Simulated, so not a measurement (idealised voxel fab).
The document below concerns the process module designated voxel self aligned vias.
Each square cell in cross-section cut measures 5 nm, and the section as a whole is 190 nm wide.
Cross-section format: a grid of square cells, given as bands from top to bottom; each band is one or more rows of cells.
The entry gives the band's vertical extent as a top height and a bottom height in nm, then its horizontal make-up as materials from left to right, each with a width in nm. "empty" stands for empty space; a single material marked "everywhere" fills the band edge to edge.
Height datum 0, below which the as-received substrate wafer is one material. Lowest band open at the bottom, running downward: "0 nm and below".
Read "30->40" as a graded width: first number on top, second number at the bottom, same change between each pair of neighbouring rows.
What does "all unchanged" mean for a step? It means no cell of the cross-section changed in that step.
"Closed internal voids": sealed empty spaces, 8 cells or more, no open way to top, listed width x height at distance, with distance from the left edge and width, height and distance in nm.
Where a step's line continues beyond its settings, the continuation is a remark by the simulator itself on that step.
If you see "overlay nm" on a step's line and that step has a mask, it's telling you how far right of where it was planned the mask ended up; a negative number means it went left instead.
Read each pair as before and after one process step. The after cross-section shows only down to the lowest band that changed. The step between them and its settings are given below the pair. Pairs can come from different runs of this module on the same starting wafer. A pair continues from the pair above only where its "Cross-section, before" entry says so.

Cross-section, before
* 0 nm and below | Si everywhere
* Closed internal voids: none

Result of Step
* 15 nm to 0 nm | SiO2 everywhere
* Nothing below the height 0 has changed.
* Closed internal voids: none
Between before and after above, the operation and settings are CONFORMAL_DEP: material SiO2, thk nm 15

Cross-section, before: The pre-step condition corresponds to the post-step cross-section depicted in the pair directly above.

Result of Step
* 20 nm to 15 nm | SiCN everywhere
* Nothing below the height 15 has changed.
* Closed internal voids: none
Between before and after above, the operation and settings are CONFORMAL_DEP: material SiCN, thk nm 5

Cross-section, before: The pre-step condition corresponds to the post-step cross-section depicted in the pair directly above.

Result of Step
* 45 nm to 20 nm | lowk everywhere
* Nothing below the height 20 has changed.
* Closed internal voids: none
Between before and after above, the operation and settings are DIRECTIONAL_DEP: material lowk, thk nm 25

Cross-section, before: The pre-step condition corresponds to the post-step cross-section depicted in the pair directly above.

Result of Step
* 60 nm to 45 nm | resist 50 nm | empty 30 nm | resist 25 nm | empty 30 nm | resist 55 nm
* Nothing below the height 45 has changed.
* Closed internal voids: none
Between before and after above, the operation and settings are PATTERN: tone open, mask id LINES, material resist, width nm 30, pitch nm 55, thk nm 15, overlay nm 0

Cross-section, before: The pre-step condition corresponds to the post-step cross-section depicted in the pair directly above.

Result of Step
* 60 nm to 45 nm | resist 50 nm | empty 30 nm | resist 25 nm | empty 30 nm | resist 55 nm
* 45 nm to 20 nm | lowk 50 nm | empty 30 nm | lowk 25 nm | empty 30 nm | lowk 55 nm
* Nothing below the height 20 has changed.
* Closed internal voids: none
Between before and after above, the operation and settings are DIRECTIONAL_ETCH: etch materials lowk, depth nm 25

Cross-section, before: The pre-step condition corresponds to the post-step cross-section depicted in the pair directly above.

Result of Step
* 45 nm to 20 nm | lowk 50 nm | empty 30 nm | lowk 25 nm | empty 30 nm | lowk 55 nm
* Nothing below the height 20 has changed.
* Closed internal voids: none
Between before and after above, the operation and settings are STRIP: etch materials resist

Cross-section, before: The pre-step condition corresponds to the post-step cross-section depicted in the pair directly above.

Result of Step
* 50 nm to 45 nm | TiN 55 nm | empty 20 nm | TiN 35 nm | empty 20 nm | TiN 60 nm
* 45 nm to 25 nm | lowk 50 nm | TiN 5 nm | empty 20 nm | TiN 5 nm | lowk 25 nm | TiN 5 nm | empty 20 nm | TiN 5 nm | lowk 55 nm
* 25 nm to 20 nm | lowk 50 nm | TiN 30 nm | lowk 25 nm | TiN 30 nm | lowk 55 nm
* Nothing below the height 20 has changed.
* Closed internal voids: none
Between before and after above, the operation and settings are CONFORMAL_DEP: material TiN, thk nm 5

Cross-section, before: The pre-step condition corresponds to the post-step cross-section depicted in the pair directly above.

Result of Step
* 60 nm to 50 nm | W everywhere
* 50 nm to 45 nm | TiN 55 nm | W 20 nm | TiN 35 nm | W 20 nm | TiN 60 nm
* 45 nm to 25 nm | lowk 50 nm | TiN 5 nm | W 20 nm | TiN 5 nm | lowk 25 nm | TiN 5 nm | W 20 nm | TiN 5 nm | lowk 55 nm
* Nothing below the height 25 has changed.
* Closed internal voids: none
Between before and after above, the operation and settings are FILL_DEP: material W, thk nm 10

Cross-section, before: The pre-step condition corresponds to the post-step cross-section depicted in the pair directly above.

Result of Step
* 45 nm to 25 nm | lowk 50 nm | TiN 5 nm | W 20 nm | TiN 5 nm | lowk 25 nm | TiN 5 nm | W 20 nm | TiN 5 nm | lowk 55 nm
* Nothing below the height 25 has changed.
* Closed internal voids: none
Between before and after above, the operation and settings are CMP: height nm 45

Cross-section, before: The pre-step condition corresponds to the post-step cross-section depicted in the pair directly above.

Result of Step
* 45 nm to 40 nm | lowk 50 nm | empty 30 nm | lowk 25 nm | empty 30 nm | lowk 55 nm
* Nothing below the height 40 has changed.
* Closed internal voids: none
Between before and after above, the operation and settings are SELECTIVE_ETCH: etch materials W Ru TiN, depth nm 5

Cross-section, before: The pre-step condition corresponds to the post-step cross-section depicted in the pair directly above.

Result of Step
* 55 nm to 45 nm | SiN everywhere
* 45 nm to 40 nm | lowk 50 nm | SiN 30 nm | lowk 25 nm | SiN 30 nm | lowk 55 nm
* Nothing below the height 40 has changed.
* Closed internal voids: none
Between before and after above, the operation and settings are FILL_DEP: material SiN, thk nm 10

Cross-section, before: The pre-step condition corresponds to the post-step cross-section depicted in the pair directly above.

Result of Step
* 45 nm to 40 nm | lowk 50 nm | SiN 30 nm | lowk 25 nm | SiN 30 nm | lowk 55 nm
* Nothing below the height 40 has changed.
* Closed internal voids: none
Between before and after above, the operation and settings are CMP: height nm 45

Cross-section, before: The pre-step condition corresponds to the post-step cross-section depicted in the pair directly above.

Result of Step
* 60 nm to 45 nm | lowk everywhere
* Nothing below the height 45 has changed.
* Closed internal voids: none
Between before and after above, the operation and settings are DIRECTIONAL_DEP: material lowk, thk nm 15

Cross-section, before: The pre-step condition corresponds to the post-step cross-section depicted in the pair directly above.

Result of Step
* 60 nm to 45 nm | lowk 45 nm | empty 40 nm | lowk 15 nm | empty 40 nm | lowk 50 nm
* Nothing below the height 45 has changed.
* Closed internal voids: none
Between before and after above, the operation and settings are MASKED_ETCH: tone open, mask id VIAS, width nm 40, pitch nm 55, etch materials lowk, depth nm 15, overlay nm 0

Cross-section, before: The pre-step condition corresponds to the post-step cross-section depicted in the pair directly above.

Result of Step
* 60 nm to 45 nm | lowk 45 nm | empty 40 nm | lowk 15 nm | empty 40 nm | lowk 50 nm
* 45 nm to 40 nm | lowk 50 nm | empty 30 nm | lowk 25 nm | empty 30 nm | lowk 55 nm
* Nothing below the height 40 has changed.
* Closed internal voids: none
Between before and after above, the operation and settings are MASKED_ETCH: tone open, mask id VIAS, width nm 40, pitch nm 55, etch materials SiN, depth nm 5, overlay nm 0

Cross-section, before: The pre-step condition corresponds to the post-step cross-section depicted in the pair directly above.

Result of Step
* 65 nm to 60 nm | TiN 50 nm | empty 30 nm | TiN 25 nm | empty 30 nm | TiN 55 nm
* 60 nm to 50 nm | lowk 45 nm | TiN 5 nm | empty 30 nm | TiN 5 nm | lowk 15 nm | TiN 5 nm | empty 30 nm | TiN 5 nm | lowk 50 nm
* 50 nm to 45 nm | lowk 45 nm | TiN 10 nm | empty 20 nm | TiN 10 nm | lowk 15 nm | TiN 10 nm | empty 20 nm | TiN 10 nm | lowk 50 nm
* 45 nm to 40 nm | lowk 50 nm | TiN 30 nm | lowk 25 nm | TiN 30 nm | lowk 55 nm
* Nothing below the height 40 has changed.
* Closed internal voids: none
Between before and after above, the operation and settings are CONFORMAL_DEP: material TiN, thk nm 5

Cross-section, before: The pre-step condition corresponds to the post-step cross-section depicted in the pair directly above.

Result of Step
* 70 nm to 65 nm | Ru everywhere
* 65 nm to 60 nm | TiN 50 nm | Ru 30 nm | TiN 25 nm | Ru 30 nm | TiN 55 nm
* 60 nm to 50 nm | lowk 45 nm | TiN 5 nm | Ru 30 nm | TiN 5 nm | lowk 15 nm | TiN 5 nm | Ru 30 nm | TiN 5 nm | lowk 50 nm
* 50 nm to 45 nm | lowk 45 nm | TiN 10 nm | Ru 20 nm | TiN 10 nm | lowk 15 nm | TiN 10 nm | Ru 20 nm | TiN 10 nm | lowk 50 nm
* Nothing below the height 45 has changed.
* Closed internal voids: none
Between before and after above, the operation and settings are FILL_DEP: material Ru, thk nm 5

Cross-section, before: The pre-step condition corresponds to the post-step cross-section depicted in the pair directly above.

Result of Step
* 60 nm to 50 nm | lowk 45 nm | TiN 5 nm | Ru 30 nm | TiN 5 nm | lowk 15 nm | TiN 5 nm | Ru 30 nm | TiN 5 nm | lowk 50 nm
* Nothing below the height 50 has changed.
* Closed internal voids: none
Between before and after above, the operation and settings are CMP: height nm 60

Cross-section, before: The pre-step condition corresponds to the post-step cross-section depicted in the pair directly above.

Result of Step
* 65 nm to 60 nm | SiCN everywhere
* Nothing below the height 60 has changed.
* Closed internal voids: none
Between before and after above, the operation and settings are CONFORMAL_DEP: material SiCN, thk nm 5

Cross-section, before
* 0 nm and below | Si everywhere
* Closed internal voids: none

Result of Step
* 5 nm to 0 nm | SiCN everywhere
* Nothing below the height 0 has changed.
* Closed internal voids: none
Between before and after above, the operation and settings are CONFORMAL_DEP: material SiCN, thk nm 5

Cross-section, before: The pre-step condition corresponds to the post-step cross-section depicted in the pair directly above.

Result of Step
* 30 nm to 5 nm | lowk everywhere
* Nothing below the height 5 has changed.
* Closed internal voids: none
Between before and after above, the operation and settings are DIRECTIONAL_DEP: material lowk, thk nm 25

Cross-section, before: The pre-step condition corresponds to the post-step cross-section depicted in the pair directly above.

Result of Step
* 45 nm to 30 nm | resist 50 nm | empty 30 nm | resist 25 nm | empty 30 nm | resist 55 nm
* Nothing below the height 30 has changed.
* Closed internal voids: none
Between before and after above, the operation and settings are PATTERN: tone open, mask id LINES, material resist, width nm 30, pitch nm 55, thk nm 15, overlay nm 0

Cross-section, before: The pre-step condition corresponds to the post-step cross-section depicted in the pair directly above.

Result of Step
* 45 nm to 30 nm | resist 50 nm | empty 30 nm | resist 25 nm | empty 30 nm | resist 55 nm
* 30 nm to 5 nm | lowk 50 nm | empty 30 nm | lowk 25 nm | empty 30 nm | lowk 55 nm
* Nothing below the height 5 has changed.
* Closed internal voids: none
Between before and after above, the operation and settings are DIRECTIONAL_ETCH: etch materials lowk, depth nm 25

Cross-section, before: The pre-step condition corresponds to the post-step cross-section depicted in the pair directly above.

Result of Step
* 30 nm to 5 nm | lowk 50 nm | empty 30 nm | lowk 25 nm | empty 30 nm | lowk 55 nm
* Nothing below the height 5 has changed.
* Closed internal voids: none
Between before and after above, the operation and settings are STRIP: etch materials resist

Cross-section, before: The pre-step condition corresponds to the post-step cross-section depicted in the pair directly above.

Result of Step
* 35 nm to 30 nm | TiN 55 nm | empty 20 nm | TiN 35 nm | empty 20 nm | TiN 60 nm
* 30 nm to 10 nm | lowk 50 nm | TiN 5 nm | empty 20 nm | TiN 5 nm | lowk 25 nm | TiN 5 nm | empty 20 nm | TiN 5 nm | lowk 55 nm
* 10 nm to 5 nm | lowk 50 nm | TiN 30 nm | lowk 25 nm | TiN 30 nm | lowk 55 nm
* Nothing below the height 5 has changed.
* Closed internal voids: none
Between before and after above, the operation and settings are CONFORMAL_DEP: material TiN, thk nm 5

Cross-section, before: The pre-step condition corresponds to the post-step cross-section depicted in the pair directly above.

Result of Step
* 45 nm to 35 nm | W everywhere
* 35 nm to 30 nm | TiN 55 nm | W 20 nm | TiN 35 nm | W 20 nm | TiN 60 nm
* 30 nm to 10 nm | lowk 50 nm | TiN 5 nm | W 20 nm | TiN 5 nm | lowk 25 nm | TiN 5 nm | W 20 nm | TiN 5 nm | lowk 55 nm
* Nothing below the height 10 has changed.
* Closed internal voids: none
Between before and after above, the operation and settings are FILL_DEP: material W, thk nm 10

Cross-section, before: The pre-step condition corresponds to the post-step cross-section depicted in the pair directly above.

Result of Step
* 40 nm to 35 nm | W everywhere
* Nothing below the height 35 has changed.
* Closed internal voids: none
Between before and after above, the operation and settings are SELECTIVE_ETCH: etch materials W Ru TiN, depth nm 5

Cross-section, before: The pre-step condition corresponds to the post-step cross-section depicted in the pair directly above.

Result of Step
* 50 nm to 40 nm | SiN everywhere
* Nothing below the height 40 has changed.
* Closed internal voids: none
Between before and after above, the operation and settings are FILL_DEP: material SiN, thk nm 10

Cross-section, before: The pre-step condition corresponds to the post-step cross-section depicted in the pair directly above.

Result of Step
* 45 nm to 40 nm | SiN everywhere
* Nothing below the height 40 has changed.
* Closed internal voids: none
Between before and after above, the operation and settings are CMP: height nm 45

Cross-section, before: The pre-step condition corresponds to the post-step cross-section depicted in the pair directly above.

Result of Step
* 60 nm to 45 nm | lowk everywhere
* Nothing below the height 45 has changed.
* Closed internal voids: none
Between before and after above, the operation and settings are DIRECTIONAL_DEP: material lowk, thk nm 15

Cross-section, before: The pre-step condition corresponds to the post-step cross-section depicted in the pair directly above.

Result of Step
* 60 nm to 45 nm | lowk 45 nm | empty 40 nm | lowk 15 nm | empty 40 nm | lowk 50 nm
* Nothing below the height 45 has changed.
* Closed internal voids: none
Between before and after above, the operation and settings are MASKED_ETCH: tone open, mask id VIAS, width nm 40, pitch nm 55, etch materials lowk, depth nm 15, overlay nm 0

Cross-section, before: The pre-step condition corresponds to the post-step cross-section depicted in the pair directly above.

Result of Step
* 60 nm to 45 nm | lowk 45 nm | empty 40 nm | lowk 15 nm | empty 40 nm | lowk 50 nm
* 45 nm to 40 nm | SiN 45 nm | empty 40 nm | SiN 15 nm | empty 40 nm | SiN 50 nm
* Nothing below the height 40 has changed.
* Closed internal voids: none
Between before and after above, the operation and settings are MASKED_ETCH: tone open, mask id VIAS, width nm 40, pitch nm 55, etch materials SiN, depth nm 5, overlay nm 0

Cross-section, before: The pre-step condition corresponds to the post-step cross-section depicted in the pair directly above.

Result of Step
* 65 nm to 60 nm | TiN 50 nm | empty 30 nm | TiN 25 nm | empty 30 nm | TiN 55 nm
* 60 nm to 45 nm | lowk 45 nm | TiN 5 nm | empty 30 nm | TiN 5 nm | lowk 15 nm | TiN 5 nm | empty 30 nm | TiN 5 nm | lowk 50 nm
* 45 nm to 40 nm | SiN 45 nm | TiN 40 nm | SiN 15 nm | TiN 40 nm | SiN 50 nm
* Nothing below the height 40 has changed.
* Closed internal voids: none
Between before and after above, the operation and settings are CONFORMAL_DEP: material TiN, thk nm 5

Cross-section, before: The pre-step condition corresponds to the post-step cross-section depicted in the pair directly above.

Result of Step
* 70 nm to 65 nm | Ru everywhere
* 65 nm to 60 nm | TiN 50 nm | Ru 30 nm | TiN 25 nm | Ru 30 nm | TiN 55 nm
* 60 nm to 45 nm | lowk 45 nm | TiN 5 nm | Ru 30 nm | TiN 5 nm | lowk 15 nm | TiN 5 nm | Ru 30 nm | TiN 5 nm | lowk 50 nm
* Nothing below the height 45 has changed.
* Closed internal voids: none
Between before and after above, the operation and settings are FILL_DEP: material Ru, thk nm 5

Cross-section, before: The pre-step condition corresponds to the post-step cross-section depicted in the pair directly above.

Result of Step
* 60 nm to 45 nm | lowk 45 nm | TiN 5 nm | Ru 30 nm | TiN 5 nm | lowk 15 nm | TiN 5 nm | Ru 30 nm | TiN 5 nm | lowk 50 nm
* Nothing below the height 45 has changed.
* Closed internal voids: none
Between before and after above, the operation and settings are CMP: height nm 60

Cross-section, before: The pre-step condition corresponds to the post-step cross-section depicted in the pair directly above.

Result of Step
* 65 nm to 60 nm | SiCN everywhere
* Nothing below the height 60 has changed.
* Closed internal voids: none
Between before and after above, the operation and settings are CONFORMAL_DEP: material SiCN, thk nm 5

Cross-section, before
* 15 nm to 0 nm | SiO2 everywhere
* 0 nm and below | Si everywhere
* Closed internal voids: none

Result of Step
* 30 nm to 0 nm | SiO2 everywhere
* Nothing below the height 0 has changed.
* Closed internal voids: none
Between before and after above, the operation and settings are CONFORMAL_DEP: material SiO2, thk nm 15

Cross-section, before: The pre-step condition corresponds to the post-step cross-section depicted in the pair directly above.

Result of Step
* 35 nm to 30 nm | SiCN everywhere
* Nothing below the height 30 has changed.
* Closed internal voids: none
Between before and after above, the operation and settings are CONFORMAL_DEP: material SiCN, thk nm 5

Cross-section, before: The pre-step condition corresponds to the post-step cross-section depicted in the pair directly above.

Result of Step
* 60 nm to 35 nm | lowk everywhere
* Nothing below the height 35 has changed.
* Closed internal voids: none
Between before and after above, the operation and settings are DIRECTIONAL_DEP: material lowk, thk nm 25

Cross-section, before: The pre-step condition corresponds to the post-step cross-section depicted in the pair directly above.

Result of Step
* 75 nm to 60 nm | resist 50 nm | empty 30 nm | resist 25 nm | empty 30 nm | resist 55 nm
* Nothing below the height 60 has changed.
* Closed internal voids: none
Between before and after above, the operation and settings are PATTERN: tone open, mask id LINES, material resist, width nm 30, pitch nm 55, thk nm 15, overlay nm 0

Cross-section, before: The pre-step condition corresponds to the post-step cross-section depicted in the pair directly above.

Result of Step
* 75 nm to 60 nm | resist 50 nm | empty 30 nm | resist 25 nm | empty 30 nm | resist 55 nm
* 60 nm to 35 nm | lowk 50 nm | empty 30 nm | lowk 25 nm | empty 30 nm | lowk 55 nm
* Nothing below the height 35 has changed.
* Closed internal voids: none
Between before and after above, the operation and settings are DIRECTIONAL_ETCH: etch materials lowk, depth nm 25

Cross-section, before: The pre-step condition corresponds to the post-step cross-section depicted in the pair directly above.

Result of Step
* 60 nm to 35 nm | lowk 50 nm | empty 30 nm | lowk 25 nm | empty 30 nm | lowk 55 nm
* Nothing below the height 35 has changed.
* Closed internal voids: none
Between before and after above, the operation and settings are STRIP: etch materials resist

Cross-section, before: The pre-step condition corresponds to the post-step cross-section depicted in the pair directly above.

Result of Step
* 65 nm to 60 nm | TiN 55 nm | empty 20 nm | TiN 35 nm | empty 20 nm | TiN 60 nm
* 60 nm to 40 nm | lowk 50 nm | TiN 5 nm | empty 20 nm | TiN 5 nm | lowk 25 nm | TiN 5 nm | empty 20 nm | TiN 5 nm | lowk 55 nm
* 40 nm to 35 nm | lowk 50 nm | TiN 30 nm | lowk 25 nm | TiN 30 nm | lowk 55 nm
* Nothing below the height 35 has changed.
* Closed internal voids: none
Between before and after above, the operation and settings are CONFORMAL_DEP: material TiN, thk nm 5

Cross-section, before: The pre-step condition corresponds to the post-step cross-section depicted in the pair directly above.

Result of Step
* 75 nm to 65 nm | W everywhere
* 65 nm to 60 nm | TiN 55 nm | W 20 nm | TiN 35 nm | W 20 nm | TiN 60 nm
* 60 nm to 40 nm | lowk 50 nm | TiN 5 nm | W 20 nm | TiN 5 nm | lowk 25 nm | TiN 5 nm | W 20 nm | TiN 5 nm | lowk 55 nm
* Nothing below the height 40 has changed.
* Closed internal voids: none
Between before and after above, the operation and settings are FILL_DEP: material W, thk nm 10

Cross-section, before: The pre-step condition corresponds to the post-step cross-section depicted in the pair directly above.

Result of Step
* 45 nm to 40 nm | lowk 50 nm | TiN 5 nm | W 20 nm | TiN 5 nm | lowk 25 nm | TiN 5 nm | W 20 nm | TiN 5 nm | lowk 55 nm
* Nothing below the height 40 has changed.
* Closed internal voids: none
Between before and after above, the operation and settings are CMP: height nm 45

Cross-section, before: The pre-step condition corresponds to the post-step cross-section depicted in the pair directly above.

Result of Step
* 45 nm to 40 nm | lowk 50 nm | empty 30 nm | lowk 25 nm | empty 30 nm | lowk 55 nm
* Nothing below the height 40 has changed.
* Closed internal voids: none
Between before and after above, the operation and settings are SELECTIVE_ETCH: etch materials W Ru TiN, depth nm 5

Cross-section, before: The pre-step condition corresponds to the post-step cross-section depicted in the pair directly above.

Result of Step
* 55 nm to 45 nm | SiN everywhere
* 45 nm to 40 nm | lowk 50 nm | SiN 30 nm | lowk 25 nm | SiN 30 nm | lowk 55 nm
* Nothing below the height 40 has changed.
* Closed internal voids: none
Between before and after above, the operation and settings are FILL_DEP: material SiN, thk nm 10

Cross-section, before: The pre-step condition corresponds to the post-step cross-section depicted in the pair directly above.

Result of Step
* 45 nm to 40 nm | lowk 50 nm | SiN 30 nm | lowk 25 nm | SiN 30 nm | lowk 55 nm
* Nothing below the height 40 has changed.
* Closed internal voids: none
Between before and after above, the operation and settings are CMP: height nm 45

Cross-section, before: The pre-step condition corresponds to the post-step cross-section depicted in the pair directly above.

Result of Step
* 60 nm to 45 nm | lowk everywhere
* Nothing below the height 45 has changed.
* Closed internal voids: none
Between before and after above, the operation and settings are DIRECTIONAL_DEP: material lowk, thk nm 15

Cross-section, before: The pre-step condition corresponds to the post-step cross-section depicted in the pair directly above.

Result of Step
* 60 nm to 45 nm | lowk 45 nm | empty 40 nm | lowk 15 nm | empty 40 nm | lowk 50 nm
* Nothing below the height 45 has changed.
* Closed internal voids: none
Between before and after above, the operation and settings are MASKED_ETCH: tone open, mask id VIAS, width nm 40, pitch nm 55, etch materials lowk, depth nm 15, overlay nm 0

Cross-section, before: The pre-step condition corresponds to the post-step cross-section depicted in the pair directly above.

Result of Step
* 60 nm to 45 nm | lowk 45 nm | empty 40 nm | lowk 15 nm | empty 40 nm | lowk 50 nm
* 45 nm to 40 nm | lowk 50 nm | empty 30 nm | lowk 25 nm | empty 30 nm | lowk 55 nm
* Nothing below the height 40 has changed.
* Closed internal voids: none
Between before and after above, the operation and settings are MASKED_ETCH: tone open, mask id VIAS, width nm 40, pitch nm 55, etch materials SiN, depth nm 5, overlay nm 0

Cross-section, before: The pre-step condition corresponds to the post-step cross-section depicted in the pair directly above.

Result of Step
* 65 nm to 60 nm | TiN 50 nm | empty 30 nm | TiN 25 nm | empty 30 nm | TiN 55 nm
* 60 nm to 50 nm | lowk 45 nm | TiN 5 nm | empty 30 nm | TiN 5 nm | lowk 15 nm | TiN 5 nm | empty 30 nm | TiN 5 nm | lowk 50 nm
* 50 nm to 45 nm | lowk 45 nm | TiN 10 nm | empty 20 nm | TiN 10 nm | lowk 15 nm | TiN 10 nm | empty 20 nm | TiN 10 nm | lowk 50 nm
* 45 nm to 35 nm | lowk 50 nm | TiN 30 nm | lowk 25 nm | TiN 30 nm | lowk 55 nm
* Nothing below the height 35 has changed.
* Closed internal voids: none
Between before and after above, the operation and settings are CONFORMAL_DEP: material TiN, thk nm 5

Cross-section, before: The pre-step condition corresponds to the post-step cross-section depicted in the pair directly above.

Result of Step
* 70 nm to 65 nm | Ru everywhere
* 65 nm to 60 nm | TiN 50 nm | Ru 30 nm | TiN 25 nm | Ru 30 nm | TiN 55 nm
* 60 nm to 50 nm | lowk 45 nm | TiN 5 nm | Ru 30 nm | TiN 5 nm | lowk 15 nm | TiN 5 nm | Ru 30 nm | TiN 5 nm | lowk 50 nm
* 50 nm to 45 nm | lowk 45 nm | TiN 10 nm | Ru 20 nm | TiN 10 nm | lowk 15 nm | TiN 10 nm | Ru 20 nm | TiN 10 nm | lowk 50 nm
* Nothing below the height 45 has changed.
* Closed internal voids: none
Between before and after above, the operation and settings are FILL_DEP: material Ru, thk nm 5

Cross-section, before: The pre-step condition corresponds to the post-step cross-section depicted in the pair directly above.

Result of Step
* 60 nm to 50 nm | lowk 45 nm | TiN 5 nm | Ru 30 nm | TiN 5 nm | lowk 15 nm | TiN 5 nm | Ru 30 nm | TiN 5 nm | lowk 50 nm
* Nothing below the height 50 has changed.
* Closed internal voids: none
Between before and after above, the operation and settings are CMP: height nm 60

Cross-section, before: The pre-step condition corresponds to the post-step cross-section depicted in the pair directly above.

Result of Step
* 65 nm to 60 nm | SiCN everywhere
* Nothing below the height 60 has changed.
* Closed internal voids: none
Between before and after above, the operation and settings are CONFORMAL_DEP: material SiCN, thk nm 5

Cross-section, before
* 15 nm to 0 nm | SiO2 everywhere
* 0 nm and below | Si everywhere
* Closed internal voids: none

Result of Step
* 40 nm to 15 nm | lowk everywhere
* Nothing below the height 15 has changed.
* Closed internal voids: none
Between before and after above, the operation and settings are DIRECTIONAL_DEP: material lowk, thk nm 25

Cross-section, before: The pre-step condition corresponds to the post-step cross-section depicted in the pair directly above.

Result of Step
* 45 nm to 40 nm | SiCN everywhere
* Nothing below the height 40 has changed.
* Closed internal voids: none
Between before and after above, the operation and settings are CONFORMAL_DEP: material SiCN, thk nm 5

Cross-section, before: The pre-step condition corresponds to the post-step cross-section depicted in the pair directly above.

Result of Step
* 60 nm to 45 nm | resist 50 nm | empty 30 nm | resist 25 nm | empty 30 nm | resist 55 nm
* Nothing below the height 45 has changed.
* Closed internal voids: none
Between before and after above, the operation and settings are PATTERN: tone open, mask id LINES, material resist, width nm 30, pitch nm 55, thk nm 15, overlay nm 0

Cross-section, before: The pre-step condition corresponds to the post-step cross-section depicted in the pair directly above.

Result of Step
* 45 nm to 40 nm | SiCN everywhere
* Nothing below the height 40 has changed.
* Closed internal voids: none
Between before and after above, the operation and settings are STRIP: etch materials resist

Cross-section, before: The pre-step condition corresponds to the post-step cross-section depicted in the pair directly above.

Result of Step
* 50 nm to 45 nm | TiN everywhere
* Nothing below the height 45 has changed.
* Closed internal voids: none
Between before and after above, the operation and settings are CONFORMAL_DEP: material TiN, thk nm 5

Cross-section, before: The pre-step condition corresponds to the post-step cross-section depicted in the pair directly above.

Result of Step
* 60 nm to 50 nm | W everywhere
* Nothing below the height 50 has changed.
* Closed internal voids: none
Between before and after above, the operation and settings are FILL_DEP: material W, thk nm 10

Cross-section, before: The pre-step condition corresponds to the post-step cross-section depicted in the pair directly above.

Result of Step
* 45 nm to 40 nm | SiCN everywhere
* Nothing below the height 40 has changed.
* Closed internal voids: none
Between before and after above, the operation and settings are CMP: height nm 45

Cross-section, before: The pre-step condition corresponds to the post-step cross-section depicted in the pair directly above.

Result of Step
* 55 nm to 45 nm | SiN everywhere
* Nothing below the height 45 has changed.
* Closed internal voids: none
Between before and after above, the operation and settings are FILL_DEP: material SiN, thk nm 10

Cross-section, before: The pre-step condition corresponds to the post-step cross-section depicted in the pair directly above.

Result of Step
* 45 nm to 40 nm | SiCN everywhere
* Nothing below the height 40 has changed.
* Closed internal voids: none
Between before and after above, the operation and settings are CMP: height nm 45

Cross-section, before: The pre-step condition corresponds to the post-step cross-section depicted in the pair directly above.

Result of Step
* 60 nm to 45 nm | lowk everywhere
* Nothing below the height 45 has changed.
* Closed internal voids: none
Between before and after above, the operation and settings are DIRECTIONAL_DEP: material lowk, thk nm 15

Cross-section, before: The pre-step condition corresponds to the post-step cross-section depicted in the pair directly above.

Result of Step
* 60 nm to 45 nm | lowk 45 nm | empty 40 nm | lowk 15 nm | empty 40 nm | lowk 50 nm
* Nothing below the height 45 has changed.
* Closed internal voids: none
Between before and after above, the operation and settings are MASKED_ETCH: tone open, mask id VIAS, width nm 40, pitch nm 55, etch materials lowk, depth nm 15, overlay nm 0

Cross-section, before: The pre-step condition corresponds to the post-step cross-section depicted in the pair directly above.

Result of Step
* 65 nm to 60 nm | TiN 50 nm | empty 30 nm | TiN 25 nm | empty 30 nm | TiN 55 nm
* 60 nm to 50 nm | lowk 45 nm | TiN 5 nm | empty 30 nm | TiN 5 nm | lowk 15 nm | TiN 5 nm | empty 30 nm | TiN 5 nm | lowk 50 nm
* 50 nm to 45 nm | lowk 45 nm | TiN 40 nm | lowk 15 nm | TiN 40 nm | lowk 50 nm
* Nothing below the height 45 has changed.
* Closed internal voids: none
Between before and after above, the operation and settings are CONFORMAL_DEP: material TiN, thk nm 5

Cross-section, before: The pre-step condition corresponds to the post-step cross-section depicted in the pair directly above.

Result of Step
* 70 nm to 65 nm | Ru everywhere
* 65 nm to 60 nm | TiN 50 nm | Ru 30 nm | TiN 25 nm | Ru 30 nm | TiN 55 nm
* 60 nm to 50 nm | lowk 45 nm | TiN 5 nm | Ru 30 nm | TiN 5 nm | lowk 15 nm | TiN 5 nm | Ru 30 nm | TiN 5 nm | lowk 50 nm
* Nothing below the height 50 has changed.
* Closed internal voids: none
Between before and after above, the operation and settings are FILL_DEP: material Ru, thk nm 5

Cross-section, before: The pre-step condition corresponds to the post-step cross-section depicted in the pair directly above.

Result of Step
* 60 nm to 50 nm | lowk 45 nm | TiN 5 nm | Ru 30 nm | TiN 5 nm | lowk 15 nm | TiN 5 nm | Ru 30 nm | TiN 5 nm | lowk 50 nm
* Nothing below the height 50 has changed.
* Closed internal voids: none
Between before and after above, the operation and settings are CMP: height nm 60

Cross-section, before: The pre-step condition corresponds to the post-step cross-section depicted in the pair directly above.

Result of Step
* 65 nm to 60 nm | SiCN everywhere
* Nothing below the height 60 has changed.
* Closed internal voids: none
Between before and after above, the operation and settings are CONFORMAL_DEP: material SiCN, thk nm 5

Cross-section, before
* 60 nm to 45 nm | lowk everywhere
* 45 nm to 40 nm | lowk 50 nm | SiN 30 nm | lowk 25 nm | SiN 30 nm | lowk 55 nm
* 40 nm to 25 nm | lowk 50 nm | TiN 5 nm | W 20 nm | TiN 5 nm | lowk 25 nm | TiN 5 nm | W 20 nm | TiN 5 nm | lowk 55 nm
* 25 nm to 20 nm | lowk 50 nm | TiN 30 nm | lowk 25 nm | TiN 30 nm | lowk 55 nm
* 20 nm to 15 nm | SiCN everywhere
* 15 nm to 0 nm | SiO2 everywhere
* 0 nm and below | Si everywhere
* Closed internal voids: none

Result of Step
* 60 nm to 45 nm | lowk 45 nm | empty 40 nm | lowk 15 nm | empty 40 nm | lowk 50 nm
* 45 nm to 40 nm | lowk 45 nm | empty 5 nm | SiN 30 nm | empty 5 nm | lowk 15 nm | empty 5 nm | SiN 30 nm | empty 5 nm | lowk 50 nm
* 40 nm to 35 nm | lowk 45 nm | empty 5 nm | TiN 5 nm | W 20 nm | TiN 5 nm | empty 5 nm | lowk 15 nm | empty 5 nm | TiN 5 nm | W 20 nm | TiN 5 nm | empty 5 nm | lowk 50 nm
* Nothing below the height 35 has changed.
* Closed internal voids: none
Between before and after above, the operation and settings are MASKED_ETCH: tone open, mask id VIAS, width nm 40, pitch nm 55, etch materials lowk, depth nm 25, overlay nm 0

Cross-section, before: The pre-step condition corresponds to the post-step cross-section depicted in the pair directly above.

Result of Step
* 60 nm to 40 nm | lowk 45 nm | empty 40 nm | lowk 15 nm | empty 40 nm | lowk 50 nm
* Nothing below the height 40 has changed.
* Closed internal voids: none
Between before and after above, the operation and settings are MASKED_ETCH: tone open, mask id VIAS, width nm 40, pitch nm 55, etch materials SiN, depth nm 5, overlay nm 0
